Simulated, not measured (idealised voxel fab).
process module | voxel ribs on slabs
cross-section cut | 235 nm wide | cells 5 nm
A cross-section is a grid of square cells, given in bands from the top down. A band is one or more rows of cells.
Each band's line starts with the height of the band's top and of its bottom, in nm. Then come its materials from left to right, each with its width in nm. One material with "throughout" fills the band from edge to edge. "air" is empty space.
Height 0 is the level under which the wafer as received is all one material. The lowest band goes on downwards, as in "0 down".
A width such as "30 to 40" changes by the same amount from each row of cells to the next, from the band's top row to its bottom row.
"no change" after a step means that no cell of the cross-section changed.
closed voids: empty space of 8 cells or more with no open way to the top, each as width x height at its distance from the left edge, in nm
after a step's settings: what the simulator itself notes on the step
overlay nm, on a step with a mask: how far to the right of its planned place the mask lay; to the left if negative
plan
1 op RECEIVE | material Si
2 op DIRECTIONAL_DEP | material SiO2 | thk nm 25
3 op DIRECTIONAL_DEP | material polySi | thk nm 25
4 op DIRECTIONAL_DEP | material aC | thk nm 15
5 op PATTERN | tone cover | mask id RIB | material resist | width nm 30 | thk nm 35 | overlay nm 0
6 op DIRECTIONAL_ETCH | etch materials aC | depth nm 15
7 op STRIP | etch materials resist
8 op DIRECTIONAL_ETCH | etch materials polySi | depth nm 5
9 op STRIP | etch materials aC
10 op PATTERN | tone cover | mask id SLAB | material resist | width nm 90 | thk nm 20 | overlay nm 0
11 op DIRECTIONAL_ETCH | etch materials polySi | depth nm 20
12 op STRIP | etch materials resist
13 op FILL_DEP | material SiO2 | thk nm 30
14 op CMP | height nm 70
15 op DIRECTIONAL_DEP | material W | thk nm 10
16 op DIRECTIONAL_DEP | material aC | thk nm 10
17 op PATTERN | tone cover | mask id HEATER | material resist | width nm 40 | thk nm 25 | overlay nm 0
18 op DIRECTIONAL_ETCH | etch materials aC | depth nm 10
19 op STRIP | etch materials resist
20 op DIRECTIONAL_ETCH | etch materials W | depth nm 10
21 op STRIP | etch materials aC
22 op CONFORMAL_DEP | material SiO2 | thk nm 5
as received, after step 1
  0 down: Si throughout
  closed voids: none
a wafer at the end: this start, this plan, one mistake
  85 to 80: air 90 | SiO2 50 | air 95
  80 to 75: air 90 | SiO2 5 | W 40 | SiO2 5 | air 95
  75 to 70: SiO2 95 | W 40 | SiO2 100
  70 to 50: SiO2 throughout
  50 to 45: SiO2 100 | polySi 30 | SiO2 105
  45 to 25: SiO2 70 | polySi 90 | SiO2 75
  25 to 0: aC throughout
  0 down: Si throughout
  closed voids: none
what went wrong: step 2 ran as: op DIRECTIONAL_DEP | material aC | thk nm 25
